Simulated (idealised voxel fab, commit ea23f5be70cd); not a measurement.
Proc. module: voxel ribs on slabs
For reference, the cross-section in this document is cut, with width 175 nm and square cells of 5 nm.
Just so we're on the same page, the cross-sections are grids of square cells, and they're listed out in bands top to bottom, each band one or more rows deep.
The entry gives the band's vertical extent as a top height and a bottom height in nm, then its horizontal make-up as materials from left to right, each with a width in nm. "empty" stands for empty space; a single material marked "throughout" fills the band edge to edge.
Height reference: 0 = level under which incoming wafer is all one material. Lowest band: no bottom, runs on downward, e.g. "0..down".
The expression "30 to 40" gives the width at the extremes of the band, the first number at its top row of cells and the second at its bottom row, with the width changing by equal amounts from each row to the next in between.
When a step is marked "no alterations made", none of the cells in the cross-section changed during that step.
Any empty space of 8 cells or more lacking an open way to the top shows up in "Enclosed void list" as width x height at distance, distance from the left edge, in nm.
It should be noted that, on the line of a given step, the content following the step's settings is a remark produced by the simulator itself with respect to that step.
overlay nm: mask right of planned place by this much (step with mask). Neg. = left.

Below is the list of planned process steps
| 1 | RECEIVE: material Si |
| 2 | DIRECTIONAL_DEP: material SiO2, thk nm 20 |
| 3 | DIRECTIONAL_DEP: material polySi, thk nm 20 |
| 4 | PATTERN: tone cover, mask id RIB, material resist, width nm 20, thk nm 20, overlay nm 0 |
| 5 | DIRECTIONAL_ETCH: etch materials polySi, depth nm 10 |
| 6 | STRIP: etch materials resist |
| 7 | MASKED_ETCH: tone cover, mask id SLAB, width nm 50, etch materials polySi, depth nm 10, overlay nm 0 |
| 8 | FILL_DEP: material SiO2, thk nm 25 |
| 9 | CMP: height nm 60 |
| 10 | DIRECTIONAL_DEP: material TiN, thk nm 5 |
| 11 | MASKED_ETCH: tone cover, mask id HEATER, width nm 30, etch materials TiN, depth nm 5, overlay nm 0 |
| 12 | CONFORMAL_DEP: material SiN, thk nm 5 |
Heads up: all these wafers start the same, and what changes between them is the thk nm in step 12. The value you see in the plan is just what the first wafer got.

Received wafers, first of several: cross-section after step 1
0..down  Si throughout
Enclosed void list: none

Module finished, last step 12 done: cross-section of the first of several wafers
70..65  65 nm empty; 40 nm SiN; 70 nm empty
65..60  70 nm SiN; 30 nm TiN; 75 nm SiN
60..40  SiO2 throughout
40..30  75 nm SiO2; 20 nm polySi; 80 nm SiO2
30..20  60 nm SiO2; 50 nm polySi; 65 nm SiO2
20..0  SiO2 throughout
0..down  Si throughout
Enclosed void list: none

End of module: cross-section, last of several wafers
85..80  50 nm empty; 70 nm SiN; 55 nm empty
80..65  SiN throughout
65..60  70 nm SiN; 30 nm TiN; 75 nm SiN
60..40  SiO2 throughout
40..30  75 nm SiO2; 20 nm polySi; 80 nm SiO2
30..20  60 nm SiO2; 50 nm polySi; 65 nm SiO2
20..0  SiO2 throughout
0..down  Si throughout
Enclosed void list: none

Where each wafer stands at the end of the module, a row apiece: cells of each material gained (+) or lost (-) since it was received, then closed voids
thk nm 5; +37 SiN; +392 SiO2; +6 TiN; +28 polySi; Enclosed void list: none
thk nm 10; +74 SiN; +392 SiO2; +6 TiN; +28 polySi; Enclosed void list: none
thk nm 15; +111 SiN; +392 SiO2; +6 TiN; +28 polySi; Enclosed void list: none
thk nm 20; +148 SiN; +392 SiO2; +6 TiN; +28 polySi; Enclosed void list: none
